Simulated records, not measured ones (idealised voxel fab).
Process module in this document: voxel transistor to metal
FYI the section here is cut, 300 nm wide, cells are 5 nm squares.
Cross-sections here: square-cell grids, written as top-down lists of bands, a band being one or more rows of cells. Band entry format. Leading values: height of top, height of bottom, nm. Remainder: materials in left-to-right order, each with its width in nm. Special words: "all across" on a single material, which then fills the band edge to edge; "air", empty space. Heads up on the height convention: 0 is the point under which the incoming wafer is all one material, and the lowest band has no bottom, it just keeps going down, like "0 and below". Quick explanation for "30->40": the width changes in equal steps down the rows of cells, from the first number in the band's top row to the second number in its bottom row. It should be understood that the words "nothing altered", when stated for a given step, signify that the cross-section underwent no change in any of its cells during that step. The entry titled "Enclosed internal cavities" provides the empty spaces that have no open way to the top, restricted to those of 8 cells or more. Each is presented as width x height at distance, the distance being measured from the left edge, with all three in nm. Step line, after settings: the simulator's comment on this step. Among the settings permitted on a step's line is "overlay nm"; applied to a step with a mask, it specifies the extent to which the mask lay to the right of its planned position, whereas a negative figure signifies a position to the left. Pairs ahead. Before: cross-section ahead of one process step. After: cross-section once the step is done, shown to the lowest changed band only. Under each pair: that step, with settings. Caution: pairs may come from different runs of this module on the same starting wafer; a pair follows the pair above only where its "Pre-step snapshot" entry says so.
Pre-step snapshot
60 down to 40: air 25 | W 20 | air 65 | W 20 | air 35 | W 20 | air 65 | W 20 | air 30
40 down to 35: air 25 | TiN 20 | air 65 | TiN 20 | air 35 | TiN 20 | air 65 | TiN 20 | air 30
35 down to 20: SiO2 25 | TiN 5 | W 10 | TiN 5 | SiO2 65 | TiN 5 | W 10 | TiN 5 | SiO2 35 | TiN 5 | W 10 | TiN 5 | SiO2 65 | TiN 5 | W 10 | TiN 5 | SiO2 30
20 down to 5: SiO2 25 | TiN 5 | W 10 | TiN 5 | SiN 10 | HfO2 5 | TiN 5 | W 25 | TiN 5 | HfO2 5 | SiN 10 | TiN 5 | W 10 | TiN 5 | SiO2 35 | TiN 5 | W 10 | TiN 5 | SiN 10 | HfO2 5 | TiN 5 | W 25 | TiN 5 | HfO2 5 | SiN 10 | TiN 5 | W 10 | TiN 5 | SiO2 30
5 down to 0: SiO2 25 | TiN 20 | SiN 10 | HfO2 5 | TiN 5 | W 25 | TiN 5 | HfO2 5 | SiN 10 | TiN 20 | SiO2 35 | TiN 20 | SiN 10 | HfO2 5 | TiN 5 | W 25 | TiN 5 | HfO2 5 | SiN 10 | TiN 20 | SiO2 30
0 down to -5: SiO2 25 | TiN 10 | nSi 10 | SiN 10 | HfO2 5 | TiN 35 | HfO2 5 | SiN 10 | nSi 10 | TiN 10 | SiO2 35 | TiN 10 | nSi 10 | SiN 10 | HfO2 5 | TiN 35 | HfO2 5 | SiN 10 | nSi 10 | TiN 10 | SiO2 30
-5 down to -10: SiO2 25 | TiN 10 | nSi 10 | SiO2 10 | HfO2 45 | SiO2 10 | nSi 10 | TiN 10 | SiO2 35 | TiN 10 | nSi 10 | SiO2 10 | HfO2 45 | SiO2 10 | nSi 10 | TiN 10 | SiO2 30
-10 down to -20: SiO2 25 | nSi 20 | Si 65 | nSi 20 | SiO2 35 | nSi 20 | Si 65 | nSi 20 | SiO2 30
-20 down to -45: SiO2 25 | Si 105 | SiO2 35 | Si 105 | SiO2 30
-45 and below: Si all across
Enclosed internal cavities: none
Resultant Cross-Section
70 down to 60: lowk all across
60 down to 40: lowk 25 | W 20 | lowk 65 | W 20 | lowk 35 | W 20 | lowk 65 | W 20 | lowk 30
40 down to 35: lowk 25 | TiN 20 | lowk 65 | TiN 20 | lowk 35 | TiN 20 | lowk 65 | TiN 20 | lowk 30
Heights below 35 show no change.
Enclosed internal cavities: none
Between the cross-sections above, the step performed was FILL_DEP [material lowk] [thk nm 10]
Pre-step snapshot: The prior state of this step coincides with the post-step cross-section of the pair just above.
Resultant Cross-Section
60 down to 40: lowk 25 | W 20 | lowk 65 | W 20 | lowk 35 | W 20 | lowk 65 | W 20 | lowk 30
Heights below 40 show no change.
Enclosed internal cavities: none
Between the cross-sections above, the step performed was CMP [height nm 60]
Pre-step snapshot: The prior state of this step coincides with the post-step cross-section of the pair just above.
Resultant Cross-Section
65 down to 60: SiN all across
Heights below 60 show no change.
Enclosed internal cavities: none
Between the cross-sections above, the step performed was CONFORMAL_DEP [material SiN] [thk nm 5]
Pre-step snapshot
40 down to 25: air 60 | SiCN 35 | air 105 | SiCN 35 | air 65
25 down to -5: air 60 | polySi 35 | air 105 | polySi 35 | air 65
-5 down to -10: SiO2 all across
-10 down to -45: SiO2 25 | Si 105 | SiO2 35 | Si 105 | SiO2 30
-45 and below: Si all across
Enclosed internal cavities: none
Resultant Cross-Section
40 down to 25: air 60 | SiCN 35 | air 105 | SiCN 35 | air 65
25 down to -5: air 60 | polySi 35 | air 105 | polySi 35 | air 65
-5 down to -10: air 60 | SiO2 35 | air 105 | SiO2 35 | air 65
Heights below -10 show no change.
Enclosed internal cavities: none
Between the cross-sections above, the step performed was DIRECTIONAL_ETCH [etch materials SiO2] [depth nm 5]
Pre-step snapshot: The prior state of this step coincides with the post-step cross-section of the pair just above.
Resultant Cross-Section
50 down to 40: air 50 | SiN 55 | air 85 | SiN 55 | air 55
40 down to 25: air 50 | SiN 10 | SiCN 35 | SiN 10 | air 85 | SiN 10 | SiCN 35 | SiN 10 | air 55
25 down to 0: air 50 | SiN 10 | polySi 35 | SiN 10 | air 85 | SiN 10 | polySi 35 | SiN 10 | air 55
0 down to -5: SiN 60 | polySi 35 | SiN 105 | polySi 35 | SiN 65
-5 down to -10: SiN 60 | SiO2 35 | SiN 105 | SiO2 35 | SiN 65
Heights below -10 show no change.
Enclosed internal cavities: none
Between the cross-sections above, the step performed was CONFORMAL_DEP [material SiN] [thk nm 10]
Pre-step snapshot: The prior state of this step coincides with the post-step cross-section of the pair just above.
Resultant Cross-Section
40 down to 25: air 50 | SiN 10 | SiCN 35 | SiN 10 | air 85 | SiN 10 | SiCN 35 | SiN 10 | air 55
25 down to -5: air 50 | SiN 10 | polySi 35 | SiN 10 | air 85 | SiN 10 | polySi 35 | SiN 10 | air 55
-5 down to -10: air 50 | SiN 10 | SiO2 35 | SiN 10 | air 85 | SiN 10 | SiO2 35 | SiN 10 | air 55
Heights below -10 show no change.
Enclosed internal cavities: none
Between the cross-sections above, the step performed was DIRECTIONAL_ETCH [etch materials SiN] [depth nm 10]
Pre-step snapshot: The prior state of this step coincides with the post-step cross-section of the pair just above.
Resultant Cross-Section
40 down to 25: air 50 | SiN 10 | SiCN 35 | SiN 10 | air 85 | SiN 10 | SiCN 35 | SiN 10 | air 55
25 down to -5: air 50 | SiN 10 | polySi 35 | SiN 10 | air 85 | SiN 10 | polySi 35 | SiN 10 | air 55
-5 down to -10: air 50 | SiN 10 | SiO2 35 | SiN 10 | air 85 | SiN 10 | SiO2 35 | SiN 10 | air 55
-10 down to -15: air 25 | Si 105 | air 35 | Si 105 | air 30
Heights below -15 show no change.
Enclosed internal cavities: none
Between the cross-sections above, the step performed was DIRECTIONAL_ETCH [etch materials SiO2] [depth nm 5]
Pre-step snapshot: The prior state of this step coincides with the post-step cross-section of the pair just above.
Resultant Cross-Section
40 down to 25: air 50 | SiN 10 | SiCN 35 | SiN 10 | air 85 | SiN 10 | SiCN 35 | SiN 10 | air 55
25 down to -5: air 50 | SiN 10 | polySi 35 | SiN 10 | air 85 | SiN 10 | polySi 35 | SiN 10 | air 55
-5 down to -10: air 50 | SiN 10 | SiO2 35 | SiN 10 | air 85 | SiN 10 | SiO2 35 | SiN 10 | air 55
-10 down to -15: air 50 | Si 55 | air 85 | Si 55 | air 55
-15 down to -20: SiO2 25 | air 25 | Si 55 | air 25 | SiO2 35 | air 25 | Si 55 | air 25 | SiO2 30
Heights below -20 show no change.
Enclosed internal cavities: none
Between the cross-sections above, the step performed was DIRECTIONAL_ETCH [etch materials Si] [depth nm 10]
Pre-step snapshot: The prior state of this step coincides with the post-step cross-section of the pair just above.
Resultant Cross-Section
40 down to 25: air 50 | SiN 10 | SiCN 35 | SiN 10 | air 85 | SiN 10 | SiCN 35 | SiN 10 | air 55
25 down to 0: air 50 | SiN 10 | polySi 35 | SiN 10 | air 85 | SiN 10 | polySi 35 | SiN 10 | air 55
0 down to -5: air 40 | nSi 10 | SiN 10 | polySi 35 | SiN 10 | nSi 10 | air 65 | nSi 10 | SiN 10 | polySi 35 | SiN 10 | nSi 10 | air 45
-5 down to -10: air 40 | nSi 10 | SiN 10 | SiO2 35 | SiN 10 | nSi 10 | air 65 | nSi 10 | SiN 10 | SiO2 35 | SiN 10 | nSi 10 | air 45
-10 down to -15: air 20 | nSi 30 | Si 55 | nSi 30 | air 25 | nSi 30 | Si 55 | nSi 30 | air 25
-15 down to -20: SiO2 25 | nSi 25 | Si 55 | nSi 25 | SiO2 35 | nSi 25 | Si 55 | nSi 25 | SiO2 30
Heights below -20 show no change.
Enclosed internal cavities: none
Between the cross-sections above, the step performed was EPI [material nSi] [thk nm 10]
Pre-step snapshot: The prior state of this step coincides with the post-step cross-section of the pair just above.
Resultant Cross-Section
50 down to 40: SiO2 all across
40 down to 25: SiO2 50 | SiN 10 | SiCN 35 | SiN 10 | SiO2 85 | SiN 10 | SiCN 35 | SiN 10 | SiO2 55
25 down to 0: SiO2 50 | SiN 10 | polySi 35 | SiN 10 | SiO2 85 | SiN 10 | polySi 35 | SiN 10 | SiO2 55
0 down to -5: SiO2 40 | nSi 10 | SiN 10 | polySi 35 | SiN 10 | nSi 10 | SiO2 65 | nSi 10 | SiN 10 | polySi 35 | SiN 10 | nSi 10 | SiO2 45
-5 down to -10: SiO2 40 | nSi 10 | SiN 10 | SiO2 35 | SiN 10 | nSi 10 | SiO2 65 | nSi 10 | SiN 10 | SiO2 35 | SiN 10 | nSi 10 | SiO2 45
-10 down to -20: SiO2 20->25 | nSi 30->25 | Si 55 | nSi 30->25 | SiO2 25->35 | nSi 30->25 | Si 55 | nSi 30->25 | SiO2 25->30
Heights below -20 show no change.
Enclosed internal cavities: none
Between the cross-sections above, the step performed was FILL_DEP [material SiO2] [thk nm 10]
Pre-step snapshot: The prior state of this step coincides with the post-step cross-section of the pair just above.
Resultant Cross-Section
25 down to 0: SiO2 50 | SiN 10 | polySi 35 | SiN 10 | SiO2 85 | SiN 10 | polySi 35 | SiN 10 | SiO2 55
Heights below 0 show no change.
Enclosed internal cavities: none
Between the cross-sections above, the step performed was CMP [height nm 25]
Pre-step snapshot: The prior state of this step coincides with the post-step cross-section of the pair just above.
Resultant Cross-Section
25 down to 0: SiO2 50 | SiN 10 | air 35 | SiN 10 | SiO2 85 | SiN 10 | air 35 | SiN 10 | SiO2 55
0 down to -5: SiO2 40 | nSi 10 | SiN 10 | air 35 | SiN 10 | nSi 10 | SiO2 65 | nSi 10 | SiN 10 | air 35 | SiN 10 | nSi 10 | SiO2 45
Heights below -5 show no change.
Enclosed internal cavities: none
Between the cross-sections above, the step performed was STRIP [etch materials polySi]
Pre-step snapshot: The prior state of this step coincides with the post-step cross-section of the pair just above.
Resultant Cross-Section
25 down to 20: air 50 | SiN 10 | air 35 | SiN 10 | air 85 | SiN 10 | air 35 | SiN 10 | air 55
20 down to 0: SiO2 50 | SiN 10 | air 35 | SiN 10 | SiO2 85 | SiN 10 | air 35 | SiN 10 | SiO2 55
0 down to -10: SiO2 40 | nSi 10 | SiN 10 | air 35 | SiN 10 | nSi 10 | SiO2 65 | nSi 10 | SiN 10 | air 35 | SiN 10 | nSi 10 | SiO2 45
Heights below -10 show no change.
Enclosed internal cavities: none
Between the cross-sections above, the step performed was SELECTIVE_ETCH [etch materials SiO2] [depth nm 5]
Pre-step snapshot: The prior state of this step coincides with the post-step cross-section of the pair just above.
Resultant Cross-Section
30 down to 25: air 45 | HfO2 20 | air 25 | HfO2 20 | air 75 | HfO2 20 | air 25 | HfO2 20 | air 50
25 down to 20: HfO2 50 | SiN 10 | HfO2 5 | air 25 | HfO2 5 | SiN 10 | HfO2 85 | SiN 10 | HfO2 5 | air 25 | HfO2 5 | SiN 10 | HfO2 55
20 down to 0: SiO2 50 | SiN 10 | HfO2 5 | air 25 | HfO2 5 | SiN 10 | SiO2 85 | SiN 10 | HfO2 5 | air 25 | HfO2 5 | SiN 10 | SiO2 55
0 down to -5: SiO2 40 | nSi 10 | SiN 10 | HfO2 5 | air 25 | HfO2 5 | SiN 10 | nSi 10 | SiO2 65 | nSi 10 | SiN 10 | HfO2 5 | air 25 | HfO2 5 | SiN 10 | nSi 10 | SiO2 45
-5 down to -10: SiO2 40 | nSi 10 | SiN 10 | HfO2 35 | SiN 10 | nSi 10 | SiO2 65 | nSi 10 | SiN 10 | HfO2 35 | SiN 10 | nSi 10 | SiO2 45
Heights below -10 show no change.
Enclosed internal cavities: none
Between the cross-sections above, the step performed was CONFORMAL_DEP [material HfO2] [thk nm 5]
Pre-step snapshot: The prior state of this step coincides with the post-step cross-section of the pair just above.
Resultant Cross-Section
35 down to 30: air 40 | TiN 30 | air 15 | TiN 30 | air 65 | TiN 30 | air 15 | TiN 30 | air 45
30 down to 25: TiN 45 | HfO2 20 | TiN 5 | air 15 | TiN 5 | HfO2 20 | TiN 75 | HfO2 20 | TiN 5 | air 15 | TiN 5 | HfO2 20 | TiN 50
25 down to 20: HfO2 50 | SiN 10 | HfO2 5 | TiN 5 | air 15 | TiN 5 | HfO2 5 | SiN 10 | HfO2 85 | SiN 10 | HfO2 5 | TiN 5 | air 15 | TiN 5 | HfO2 5 | SiN 10 | HfO2 55
20 down to 0: SiO2 50 | SiN 10 | HfO2 5 | TiN 5 | air 15 | TiN 5 | HfO2 5 | SiN 10 | SiO2 85 | SiN 10 | HfO2 5 | TiN 5 | air 15 | TiN 5 | HfO2 5 | SiN 10 | SiO2 55
0 down to -5: SiO2 40 | nSi 10 | SiN 10 | HfO2 5 | TiN 25 | HfO2 5 | SiN 10 | nSi 10 | SiO2 65 | nSi 10 | SiN 10 | HfO2 5 | TiN 25 | HfO2 5 | SiN 10 | nSi 10 | SiO2 45
Heights below -5 show no change.
Enclosed internal cavities: none
Between the cross-sections above, the step performed was CONFORMAL_DEP [material TiN] [thk nm 5]
Pre-step snapshot: The prior state of this step coincides with the post-step cross-section of the pair just above.
Resultant Cross-Section
45 down to 35: W all across
35 down to 30: W 40 | TiN 30 | W 15 | TiN 30 | W 65 | TiN 30 | W 15 | TiN 30 | W 45
30 down to 25: TiN 45 | HfO2 20 | TiN 5 | W 15 | TiN 5 | HfO2 20 | TiN 75 | HfO2 20 | TiN 5 | W 15 | TiN 5 | HfO2 20 | TiN 50
25 down to 20: HfO2 50 | SiN 10 | HfO2 5 | TiN 5 | W 15 | TiN 5 | HfO2 5 | SiN 10 | HfO2 85 | SiN 10 | HfO2 5 | TiN 5 | W 15 | TiN 5 | HfO2 5 | SiN 10 | HfO2 55
20 down to 0: SiO2 50 | SiN 10 | HfO2 5 | TiN 5 | W 15 | TiN 5 | HfO2 5 | SiN 10 | SiO2 85 | SiN 10 | HfO2 5 | TiN 5 | W 15 | TiN 5 | HfO2 5 | SiN 10 | SiO2 55
Heights below 0 show no change.
Enclosed internal cavities: none
Between the cross-sections above, the step performed was FILL_DEP [material W] [thk nm 10]
Pre-step snapshot: The prior state of this step coincides with the post-step cross-section of the pair just above.
Resultant Cross-Section
20 down to 0: SiO2 50 | SiN 10 | HfO2 5 | TiN 5 | W 15 | TiN 5 | HfO2 5 | SiN 10 | SiO2 85 | SiN 10 | HfO2 5 | TiN 5 | W 15 | TiN 5 | HfO2 5 | SiN 10 | SiO2 55
Heights below 0 show no change.
Enclosed internal cavities: none
Between the cross-sections above, the step performed was CMP [height nm 20]
Pre-step snapshot: The prior state of this step coincides with the post-step cross-section of the pair just above.
Resultant Cross-Section
35 down to 20: SiO2 all across
Heights below 20 show no change.
Enclosed internal cavities: none
Between the cross-sections above, the step performed was DIRECTIONAL_DEP [material SiO2] [thk nm 15]
Pre-step snapshot: The prior state of this step coincides with the post-step cross-section of the pair just above.
Resultant Cross-Section
50 down to 35: aC all across
Heights below 35 show no change.
Enclosed internal cavities: none
Between the cross-sections above, the step performed was DIRECTIONAL_DEP [material aC] [thk nm 15]
Pre-step snapshot: The prior state of this step coincides with the post-step cross-section of the pair just above.
Resultant Cross-Section
80 down to 50: resist 25 | air 20 | resist 65 | air 20 | resist 35 | air 20 | resist 65 | air 20 | resist 30
Heights below 50 show no change.
Enclosed internal cavities: none
Between the cross-sections above, the step performed was PATTERN [tone open] [mask id CONTACT] [material resist] [width nm 20] [thk nm 30] [overlay nm 0]
Pre-step snapshot: The prior state of this step coincides with the post-step cross-section of the pair just above.
Resultant Cross-Section
65 down to 50: resist 25 | air 20 | resist 65 | air 20 | resist 35 | air 20 | resist 65 | air 20 | resist 30
50 down to 35: aC 25 | air 20 | aC 65 | air 20 | aC 35 | air 20 | aC 65 | air 20 | aC 30
Heights below 35 show no change.
Enclosed internal cavities: none
Between the cross-sections above, the step performed was DIRECTIONAL_ETCH [etch materials aC] [depth nm 15]
Pre-step snapshot: The prior state of this step coincides with the post-step cross-section of the pair just above.
Resultant Cross-Section
50 down to 35: aC 25 | air 20 | aC 65 | air 20 | aC 35 | air 20 | aC 65 | air 20 | aC 30
Heights below 35 show no change.
Enclosed internal cavities: none
Between the cross-sections above, the step performed was STRIP [etch materials resist]
Pre-step snapshot: The prior state of this step coincides with the post-step cross-section of the pair just above.
Resultant Cross-Section
50 down to 35: aC 25 | air 20 | aC 65 | air 20 | aC 35 | air 20 | aC 65 | air 20 | aC 30
35 down to 20: SiO2 25 | air 20 | SiO2 65 | air 20 | SiO2 35 | air 20 | SiO2 65 | air 20 | SiO2 30
20 down to 0: SiO2 25 | air 20 | SiO2 5 | SiN 10 | HfO2 5 | TiN 5 | W 15 | TiN 5 | HfO2 5 | SiN 10 | SiO2 5 | air 20 | SiO2 35 | air 20 | SiO2 5 | SiN 10 | HfO2 5 | TiN 5 | W 15 | TiN 5 | HfO2 5 | SiN 10 | SiO2 5 | air 20 | SiO2 30
0 down to -5: SiO2 25 | air 15 | nSi 10 | SiN 10 | HfO2 5 | TiN 25 | HfO2 5 | SiN 10 | nSi 10 | air 15 | SiO2 35 | air 15 | nSi 10 | SiN 10 | HfO2 5 | TiN 25 | HfO2 5 | SiN 10 | nSi 10 | air 15 | SiO2 30
-5 down to -10: SiO2 25 | air 15 | nSi 10 | SiN 10 | HfO2 35 | SiN 10 | nSi 10 | air 15 | SiO2 35 | air 15 | nSi 10 | SiN 10 | HfO2 35 | SiN 10 | nSi 10 | air 15 | SiO2 30
Heights below -10 show no change.
Enclosed internal cavities: none
Between the cross-sections above, the step performed was DIRECTIONAL_ETCH [etch materials SiO2] [depth nm 45]
Pre-step snapshot: The prior state of this step coincides with the post-step cross-section of the pair just above.
Resultant Cross-Section
35 down to 20: SiO2 25 | air 20 | SiO2 65 | air 20 | SiO2 35 | air 20 | SiO2 65 | air 20 | SiO2 30
Heights below 20 show no change.
Enclosed internal cavities: none
Between the cross-sections above, the step performed was STRIP [etch materials aC]
Pre-step snapshot: The prior state of this step coincides with the post-step cross-section of the pair just above.
Resultant Cross-Section
40 down to 35: TiN 30 | air 10 | TiN 75 | air 10 | TiN 45 | air 10 | TiN 75 | air 10 | TiN 35
35 down to 20: SiO2 25 | TiN 5 | air 10 | TiN 5 | SiO2 65 | TiN 5 | air 10 | TiN 5 | SiO2 35 | TiN 5 | air 10 | TiN 5 | SiO2 65 | TiN 5 | air 10 | TiN 5 | SiO2 30
20 down to 5: SiO2 25 | TiN 5 | air 10 | TiN 5 | SiO2 5 | SiN 10 | HfO2 5 | TiN 5 | W 15 | TiN 5 | HfO2 5 | SiN 10 | SiO2 5 | TiN 5 | air 10 | TiN 5 | SiO2 35 | TiN 5 | air 10 | TiN 5 | SiO2 5 | SiN 10 | HfO2 5 | TiN 5 | W 15 | TiN 5 | HfO2 5 | SiN 10 | SiO2 5 | TiN 5 | air 10 | TiN 5 | SiO2 30
5 down to 0: SiO2 25 | TiN 5 | air 5 | TiN 10 | SiO2 5 | SiN 10 | HfO2 5 | TiN 5 | W 15 | TiN 5 | HfO2 5 | SiN 10 | SiO2 5 | TiN 10 | air 5 | TiN 5 | SiO2 35 | TiN 5 | air 5 | TiN 10 | SiO2 5 | SiN 10 | HfO2 5 | TiN 5 | W 15 | TiN 5 | HfO2 5 | SiN 10 | SiO2 5 | TiN 10 | air 5 | TiN 5 | SiO2 30
0 down to -5: SiO2 25 | TiN 5 | air 5 | TiN 5 | nSi 10 | SiN 10 | HfO2 5 | TiN 25 | HfO2 5 | SiN 10 | nSi 10 | TiN 5 | air 5 | TiN 5 | SiO2 35 | TiN 5 | air 5 | TiN 5 | nSi 10 | SiN 10 | HfO2 5 | TiN 25 | HfO2 5 | SiN 10 | nSi 10 | TiN 5 | air 5 | TiN 5 | SiO2 30
-5 down to -10: SiO2 25 | TiN 15 | nSi 10 | SiN 10 | HfO2 35 | SiN 10 | nSi 10 | TiN 15 | SiO2 35 | TiN 15 | nSi 10 | SiN 10 | HfO2 35 | SiN 10 | nSi 10 | TiN 15 | SiO2 30
Heights below -10 show no change.
Enclosed internal cavities: none
Between the cross-sections above, the step performed was CONFORMAL_DEP [material TiN] [thk nm 5]
Pre-step snapshot: The prior state of this step coincides with the post-step cross-section of the pair just above.
Resultant Cross-Section
45 down to 40: W all across
40 down to 35: TiN 30 | W 10 | TiN 75 | W 10 | TiN 45 | W 10 | TiN 75 | W 10 | TiN 35
35 down to 20: SiO2 25 | TiN 5 | W 10 | TiN 5 | SiO2 65 | TiN 5 | W 10 | TiN 5 | SiO2 35 | TiN 5 | W 10 | TiN 5 | SiO2 65 | TiN 5 | W 10 | TiN 5 | SiO2 30
20 down to 5: SiO2 25 | TiN 5 | W 10 | TiN 5 | SiO2 5 | SiN 10 | HfO2 5 | TiN 5 | W 15 | TiN 5 | HfO2 5 | SiN 10 | SiO2 5 | TiN 5 | W 10 | TiN 5 | SiO2 35 | TiN 5 | W 10 | TiN 5 | SiO2 5 | SiN 10 | HfO2 5 | TiN 5 | W 15 | TiN 5 | HfO2 5 | SiN 10 | SiO2 5 | TiN 5 | W 10 | TiN 5 | SiO2 30
5 down to 0: SiO2 25 | TiN 5 | W 5 | TiN 10 | SiO2 5 | SiN 10 | HfO2 5 | TiN 5 | W 15 | TiN 5 | HfO2 5 | SiN 10 | SiO2 5 | TiN 10 | W 5 | TiN 5 | SiO2 35 | TiN 5 | W 5 | TiN 10 | SiO2 5 | SiN 10 | HfO2 5 | TiN 5 | W 15 | TiN 5 | HfO2 5 | SiN 10 | SiO2 5 | TiN 10 | W 5 | TiN 5 | SiO2 30
0 down to -5: SiO2 25 | TiN 5 | W 5 | TiN 5 | nSi 10 | SiN 10 | HfO2 5 | TiN 25 | HfO2 5 | SiN 10 | nSi 10 | TiN 5 | W 5 | TiN 5 | SiO2 35 | TiN 5 | W 5 | TiN 5 | nSi 10 | SiN 10 | HfO2 5 | TiN 25 | HfO2 5 | SiN 10 | nSi 10 | TiN 5 | W 5 | TiN 5 | SiO2 30
Heights below -5 show no change.
Enclosed internal cavities: none
Between the cross-sections above, the step performed was FILL_DEP [material W] [thk nm 5]
Pre-step snapshot: The prior state of this step coincides with the post-step cross-section of the pair just above.
Resultant Cross-Section
35 down to 20: SiO2 25 | TiN 5 | W 10 | TiN 5 | SiO2 65 | TiN 5 | W 10 | TiN 5 | SiO2 35 | TiN 5 | W 10 | TiN 5 | SiO2 65 | TiN 5 | W 10 | TiN 5 | SiO2 30
Heights below 20 show no change.
Enclosed internal cavities: none
Between the cross-sections above, the step performed was CMP [height nm 35]
Pre-step snapshot: The prior state of this step coincides with the post-step cross-section of the pair just above.
Resultant Cross-Section
40 down to 35: TiN all across
Heights below 35 show no change.
Enclosed internal cavities: none
Between the cross-sections above, the step performed was DIRECTIONAL_DEP [material TiN] [thk nm 5]
Pre-step snapshot: The prior state of this step coincides with the post-step cross-section of the pair just above.
Resultant Cross-Section
60 down to 40: W all across
Heights below 40 show no change.
Enclosed internal cavities: none
Between the cross-sections above, the step performed was DIRECTIONAL_DEP [material W] [thk nm 20]
Pre-step snapshot: The prior state of this step coincides with the post-step cross-section of the pair just above.
Resultant Cross-Section
70 down to 60: aC all across
Heights below 60 show no change.
Enclosed internal cavities: none
Between the cross-sections above, the step performed was DIRECTIONAL_DEP [material aC] [thk nm 10]
Pre-step snapshot: The prior state of this step coincides with the post-step cross-section of the pair just above.
Resultant Cross-Section
95 down to 70: air 25 | resist 20 | air 65 | resist 20 | air 35 | resist 20 | air 65 | resist 20 | air 30
Heights below 70 show no change.
Enclosed internal cavities: none
Between the cross-sections above, the step performed was PATTERN [tone cover] [mask id METAL_1] [material resist] [width nm 20] [thk nm 25] [overlay nm 0]
Pre-step snapshot: The prior state of this step coincides with the post-step cross-section of the pair just above.
Resultant Cross-Section
85 down to 70: air 25 | resist 20 | air 65 | resist 20 | air 35 | resist 20 | air 65 | resist 20 | air 30
70 down to 60: air 25 | aC 20 | air 65 | aC 20 | air 35 | aC 20 | air 65 | aC 20 | air 30
Heights below 60 show no change.
Enclosed internal cavities: none
Between the cross-sections above, the step performed was DIRECTIONAL_ETCH [etch materials aC] [depth nm 10]
Pre-step snapshot: The prior state of this step coincides with the post-step cross-section of the pair just above.
Resultant Cross-Section
70 down to 60: air 25 | aC 20 | air 65 | aC 20 | air 35 | aC 20 | air 65 | aC 20 | air 30
Heights below 60 show no change.
Enclosed internal cavities: none
Between the cross-sections above, the step performed was STRIP [etch materials resist]
Pre-step snapshot: The prior state of this step coincides with the post-step cross-section of the pair just above.
Resultant Cross-Section
70 down to 60: air 25 | aC 20 | air 65 | aC 20 | air 35 | aC 20 | air 65 | aC 20 | air 30
60 down to 40: air 25 | W 20 | air 65 | W 20 | air 35 | W 20 | air 65 | W 20 | air 30
Heights below 40 show no change.
Enclosed internal cavities: none
Between the cross-sections above, the step performed was DIRECTIONAL_ETCH [etch materials W] [depth nm 20]
Pre-step snapshot: The prior state of this step coincides with the post-step cross-section of the pair just above.
Resultant Cross-Section
70 down to 60: air 25 | aC 20 | air 65 | aC 20 | air 35 | aC 20 | air 65 | aC 20 | air 30
60 down to 40: air 25 | W 20 | air 65 | W 20 | air 35 | W 20 | air 65 | W 20 | air 30
40 down to 35: air 25 | TiN 20 | air 65 | TiN 20 | air 35 | TiN 20 | air 65 | TiN 20 | air 30
Heights below 35 show no change.
Enclosed internal cavities: none
Between the cross-sections above, the step performed was DIRECTIONAL_ETCH [etch materials TiN] [depth nm 5]
Pre-step snapshot: The prior state of this step coincides with the post-step cross-section of the pair just above.
Resultant Cross-Section
60 down to 40: air 25 | W 20 | air 65 | W 20 | air 35 | W 20 | air 65 | W 20 | air 30
Heights below 40 show no change.
Enclosed internal cavities: none
Between the cross-sections above, the step performed was STRIP [etch materials aC]
Pre-step snapshot: The prior state of this step coincides with the post-step cross-section of the pair just above.
Resultant Cross-Section
70 down to 60: lowk all across
60 down to 40: lowk 25 | W 20 | lowk 65 | W 20 | lowk 35 | W 20 | lowk 65 | W 20 | lowk 30
40 down to 35: lowk 25 | TiN 20 | lowk 65 | TiN 20 | lowk 35 | TiN 20 | lowk 65 | TiN 20 | lowk 30
Heights below 35 show no change.
Enclosed internal cavities: none
Between the cross-sections above, the step performed was FILL_DEP [material lowk] [thk nm 10]
Pre-step snapshot: The prior state of this step coincides with the post-step cross-section of the pair just above.
Resultant Cross-Section
60 down to 40: lowk 25 | W 20 | lowk 65 | W 20 | lowk 35 | W 20 | lowk 65 | W 20 | lowk 30
Heights below 40 show no change.
Enclosed internal cavities: none
Between the cross-sections above, the step performed was CMP [height nm 60]
Pre-step snapshot: The prior state of this step coincides with the post-step cross-section of the pair just above.
Resultant Cross-Section
65 down to 60: SiN all across
Heights below 60 show no change.
Enclosed internal cavities: none
Between the cross-sections above, the step performed was CONFORMAL_DEP [material SiN] [thk nm 5]
Pre-step snapshot
35 down to 20: SiO2 all across
20 down to 0: SiO2 45 | SiN 10 | HfO2 5 | TiN 5 | W 25 | TiN 5 | HfO2 5 | SiN 10 | SiO2 75 | SiN 10 | HfO2 5 | TiN 5 | W 25 | TiN 5 | HfO2 5 | SiN 10 | SiO2 50
0 down to -5: SiO2 35 | nSi 10 | SiN 10 | HfO2 5 | TiN 35 | HfO2 5 | SiN 10 | nSi 10 | SiO2 55 | nSi 10 | SiN 10 | HfO2 5 | TiN 35 | HfO2 5 | SiN 10 | nSi 10 | SiO2 40
-5 down to -10: SiO2 35 | nSi 10 | SiO2 10 | HfO2 45 | SiO2 10 | nSi 10 | SiO2 55 | nSi 10 | SiO2 10 | HfO2 45 | SiO2 10 | nSi 10 | SiO2 40
-10 down to -20: SiO2 25 | nSi 20 | Si 65 | nSi 20 | SiO2 35 | nSi 20 | Si 65 | nSi 20 | SiO2 30
-20 down to -45: SiO2 25 | Si 105 | SiO2 35 | Si 105 | SiO2 30
-45 and below: Si all across
Enclosed internal cavities: none
Resultant Cross-Section
50 down to 20: SiO2 all across
Heights below 20 show no change.
Enclosed internal cavities: none
Between the cross-sections above, the step performed was DIRECTIONAL_DEP [material SiO2] [thk nm 15]
Pre-step snapshot: The prior state of this step coincides with the post-step cross-section of the pair just above.
Resultant Cross-Section
65 down to 50: aC all across
Heights below 50 show no change.
Enclosed internal cavities: none
Between the cross-sections above, the step performed was DIRECTIONAL_DEP [material aC] [thk nm 15]
Pre-step snapshot: The prior state of this step coincides with the post-step cross-section of the pair just above.
Resultant Cross-Section
95 down to 65: resist 25 | air 20 | resist 65 | air 20 | resist 35 | air 20 | resist 65 | air 20 | resist 30
Heights below 65 show no change.
Enclosed internal cavities: none
Between the cross-sections above, the step performed was PATTERN [tone open] [mask id CONTACT] [material resist] [width nm 20] [thk nm 30] [overlay nm 0]
Pre-step snapshot: The prior state of this step coincides with the post-step cross-section of the pair just above.
Resultant Cross-Section
80 down to 65: resist 25 | air 20 | resist 65 | air 20 | resist 35 | air 20 | resist 65 | air 20 | resist 30
65 down to 50: aC 25 | air 20 | aC 65 | air 20 | aC 35 | air 20 | aC 65 | air 20 | aC 30
Heights below 50 show no change.
Enclosed internal cavities: none
Between the cross-sections above, the step performed was DIRECTIONAL_ETCH [etch materials aC] [depth nm 15]
